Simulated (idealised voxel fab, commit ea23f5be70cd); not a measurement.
Title: Process Module voxel transistor to metal
The cross-section on display is named cut; it measures 205 nm wide, and its cells are 5 nm squares.
Bands, listed from the top down, are how a cross-section gets written in this document; the cross-section itself is a grid of square cells, and a band is one or more rows of them. Per band: top height and bottom height in nm, followed by the left-to-right materials and their widths in nm; "all across" marks a single material spanning edge to edge, "air" marks empty space. Convention: height 0 is the level below which the wafer, as received, is all one material. The lowest band does not terminate at the bottom but continues downward, represented as "0 -> down". The expression "30 to 40" gives the width at the extremes of the band, the first number at its top row of cells and the second at its bottom row, with the width changing by equal amounts from each row to the next in between. Take "no alteration" at face value: in the step it is given for, the cross-section changed in none of its cells. In the "Closed void list" entry, you get each enclosed empty space of 8 cells or more, one with no open way to the top, written width x height at distance, distance from the left edge, in nm. Read whatever lies past the settings on a step's line as the simulator's own remark about the step. The optional step-line setting "overlay nm" applies to steps with a mask and quantifies how far to the right of its planned location the mask lay, a negative value indicating leftward placement.

## So here's the lineup of process steps we planned
- 1: RECEIVE | material Si
- 2: CONFORMAL_DEP | material SiO2 | thk nm 5
- 3: CONFORMAL_DEP | material SiN | thk nm 15
- 4: MASKED_ETCH | tone cover | mask id ACTIVE | width nm 115 | etch materials SiN | depth nm 15 | overlay nm 0
- 5: MASKED_ETCH | tone cover | mask id ACTIVE | width nm 115 | etch materials SiO2 | depth nm 5 | overlay nm 0
- 6: MASKED_ETCH | tone cover | mask id ACTIVE | width nm 115 | etch materials Si | depth nm 30 | overlay nm 0
- 7: OXIDIZE | depth nm 5
- 8: FILL_DEP | material SiO2 | thk nm 15
- 9: CMP | height nm 20
- 10: SELECTIVE_ETCH | etch materials SiO2 | depth nm 5
- 11: STRIP | etch materials SiN
- 12: SELECTIVE_ETCH | etch materials SiO2 | depth nm 5
- 13: OXIDIZE | depth nm 5
- 14: DIRECTIONAL_DEP | material polySi | thk nm 30
- 15: DIRECTIONAL_DEP | material SiCN | thk nm 10
- 16: MASKED_ETCH | tone cover | mask id GATE | width nm 25 | etch materials SiCN | depth nm 20 | overlay nm 0
- 17: MASKED_ETCH | tone cover | mask id GATE | width nm 25 | etch materials polySi | depth nm 40 | overlay nm 0
- 18: CONFORMAL_DEP | material SiN | thk nm 10
- 19: DIRECTIONAL_ETCH | etch materials SiN | depth nm 10
- 20: DIRECTIONAL_ETCH | etch materials SiO2 | depth nm 5
- 21: DIRECTIONAL_ETCH | etch materials Si | depth nm 5
- 22: EPI | material SiGe | thk nm 5
- 23: FILL_DEP | material SiO2 | thk nm 5
- 24: CMP | height nm 40
- 25: DIRECTIONAL_DEP | material SiO2 | thk nm 15
- 26: DIRECTIONAL_DEP | material aC | thk nm 10
- 27: PATTERN | tone open | mask id CONTACT | material resist | width nm 20 | pitch nm 85 | thk nm 30 | overlay nm 0
- 28: DIRECTIONAL_ETCH | etch materials aC | depth nm 10
- 29: STRIP | etch materials resist
- 30: DIRECTIONAL_ETCH | etch materials SiO2 | depth nm 60
- 31: STRIP | etch materials aC
- 32: CONFORMAL_DEP | material TiN | thk nm 5
- 33: FILL_DEP | material W | thk nm 5
- 34: CMP | height nm 55
- 35: DIRECTIONAL_DEP | material TiN | thk nm 5
- 36: DIRECTIONAL_DEP | material W | thk nm 25
- 37: MASKED_ETCH | tone cover | mask id METAL_1 | width nm 20 | pitch nm 85 | etch materials W | depth nm 25 | overlay nm 0
- 38: MASKED_ETCH | tone cover | mask id METAL_1 | width nm 20 | pitch nm 85 | etch materials TiN | depth nm 5 | overlay nm 0
- 39: FILL_DEP | material lowk | thk nm 10
- 40: CMP | height nm 85
- 41: CONFORMAL_DEP | material SiCN | thk nm 5
- 42: DIRECTIONAL_DEP | material SiO2 | thk nm 25
- 43: DIRECTIONAL_DEP | material aC | thk nm 15
- 44: PATTERN | tone open | mask id METAL_2 | material resist | width nm 20 | pitch nm 85 | thk nm 30 | overlay nm 0
- 45: DIRECTIONAL_ETCH | etch materials aC | depth nm 15
- 46: STRIP | etch materials resist
- 47: DIRECTIONAL_ETCH | etch materials SiO2 | depth nm 15
- 48: STRIP | etch materials aC
- 49: DIRECTIONAL_DEP | material aC | thk nm 15
- 50: PATTERN | tone open | mask id METAL_2_HOLES | material resist | width nm 15 | pitch nm 85 | thk nm 30 | overlay nm 0
- 51: DIRECTIONAL_ETCH | etch materials aC | depth nm 15
- 52: STRIP | etch materials resist
- 53: DIRECTIONAL_ETCH | etch materials SiO2 | depth nm 10
- 54: DIRECTIONAL_ETCH | etch materials SiCN | depth nm 5
- 55: STRIP | etch materials aC
- 56: CONFORMAL_DEP | material TiN | thk nm 5
- 57: FILL_DEP | material Ru | thk nm 10
- 58: CMP | height nm 115
- 59: CONFORMAL_DEP | material SiCN | thk nm 5

## Wafer as received: cross-section following step 1
> 0 -> down | Si all across
> Closed void list: none

## Post-module cross-section of the first of two wafers (run per plan)
> 120 -> 115 | SiCN all across
> 115 -> 105 | SiO2: 50; TiN: 5; Ru: 10; TiN: 5; SiO2: 65; TiN: 5; Ru: 10; TiN: 5; SiO2: 50
> 105 -> 100 | SiO2: 50; TiN: 5; Ru: 5; TiN: 10; SiO2: 65; TiN: 5; Ru: 5; TiN: 10; SiO2: 50
> 100 -> 90 | SiO2: 50; TiN: 5; Ru: 5; TiN: 5; SiO2: 70; TiN: 5; Ru: 5; TiN: 5; SiO2: 55
> 90 -> 85 | SiCN: 50; TiN: 15; SiCN: 70; TiN: 15; SiCN: 55
> 85 -> 60 | lowk: 50; W: 20; lowk: 65; W: 20; lowk: 50
> 60 -> 55 | lowk: 50; TiN: 20; lowk: 65; TiN: 20; lowk: 50
> 55 -> 40 | SiO2: 50; TiN: 5; W: 10; TiN: 5; SiO2: 65; TiN: 5; W: 10; TiN: 5; SiO2: 50
> 40 -> 30 | SiO2: 50; TiN: 5; W: 10; TiN: 5; SiO2: 10; SiN: 10; SiCN: 25; SiN: 10; SiO2: 10; TiN: 5; W: 10; TiN: 5; SiO2: 50
> 30 -> 10 | SiO2: 50; TiN: 5; W: 10; TiN: 5; SiO2: 10; SiN: 10; polySi: 25; SiN: 10; SiO2: 10; TiN: 5; W: 10; TiN: 5; SiO2: 50
> 10 -> 0 | SiO2: 40; SiN: 10; TiN: 5; W: 10; TiN: 5; SiO2: 10; SiN: 10; polySi: 25; SiN: 10; SiO2: 10; TiN: 5; W: 10; TiN: 5; SiN: 10; SiO2: 40
> 0 -> -5 | SiO2: 50; TiN: 20; SiO2: 5; SiGe: 5; SiO2: 45; SiGe: 5; SiO2: 5; TiN: 20; SiO2: 50
> -5 -> -10 | SiO2: 50; SiGe: 30; Si: 45; SiGe: 30; SiO2: 50
> -10 -> -35 | SiO2: 50; Si: 105; SiO2: 50
> -35 -> down | Si all across
> Closed void list: none

## Here is the second of the two wafers cut open at the end of the module - same start, same plan as the first one, but we made one mistake running it
> 120 -> 115 | SiCN all across
> 115 -> 105 | SiO2: 50; TiN: 5; Ru: 10; TiN: 5; SiO2: 65; TiN: 5; Ru: 10; TiN: 5; SiO2: 50
> 105 -> 100 | SiO2: 50; TiN: 5; Ru: 5; TiN: 10; SiO2: 65; TiN: 5; Ru: 5; TiN: 10; SiO2: 50
> 100 -> 90 | SiO2: 50; TiN: 5; Ru: 5; TiN: 5; SiO2: 70; TiN: 5; Ru: 5; TiN: 5; SiO2: 55
> 90 -> 85 | SiCN: 50; TiN: 15; SiCN: 70; TiN: 15; SiCN: 55
> 85 -> 60 | lowk: 50; W: 20; lowk: 65; W: 20; lowk: 50
> 60 -> 55 | lowk: 50; TiN: 20; lowk: 65; TiN: 20; lowk: 50
> 55 -> 40 | SiO2: 50; TiN: 5; W: 10; TiN: 5; SiO2: 65; TiN: 5; W: 10; TiN: 5; SiO2: 50
> 40 -> 10 | SiO2: 50; TiN: 5; W: 10; TiN: 5; SiO2: 10; SiN: 10; polySi: 25; SiN: 10; SiO2: 10; TiN: 5; W: 10; TiN: 5; SiO2: 50
> 10 -> 5 | SiO2: 40; SiN: 10; TiN: 5; W: 10; TiN: 5; SiO2: 65; TiN: 5; W: 10; TiN: 5; SiN: 10; SiO2: 40
> 5 -> 0 | SiO2: 40; SiN: 10; TiN: 20; SiO2: 65; TiN: 20; SiN: 10; SiO2: 40
> 0 -> -5 | SiO2: 35; SiGe: 5; SiO2: 10; TiN: 5; Si: 95; TiN: 5; SiO2: 10; SiGe: 5; SiO2: 35
> -5 -> -10 | SiGe: 40; Si: 125; SiGe: 40
> -10 -> down | Si all across
> Closed void list: none
Where did the run depart from the plan? so step 4 ended up running with a different setting than we planned, it ran as MASKED_ETCH | tone open | mask id ACTIVE | width nm 115 | etch materials SiN | depth nm 15 | overlay nm 0
Final comparison by cell count, materials where the second wafer has more or fewer than the first: Si: 135 more, SiCN: 10 fewer, SiGe: 4 more, SiN: 8 fewer, SiO2: 115 fewer, TiN: 2 fewer, W: 4 fewer
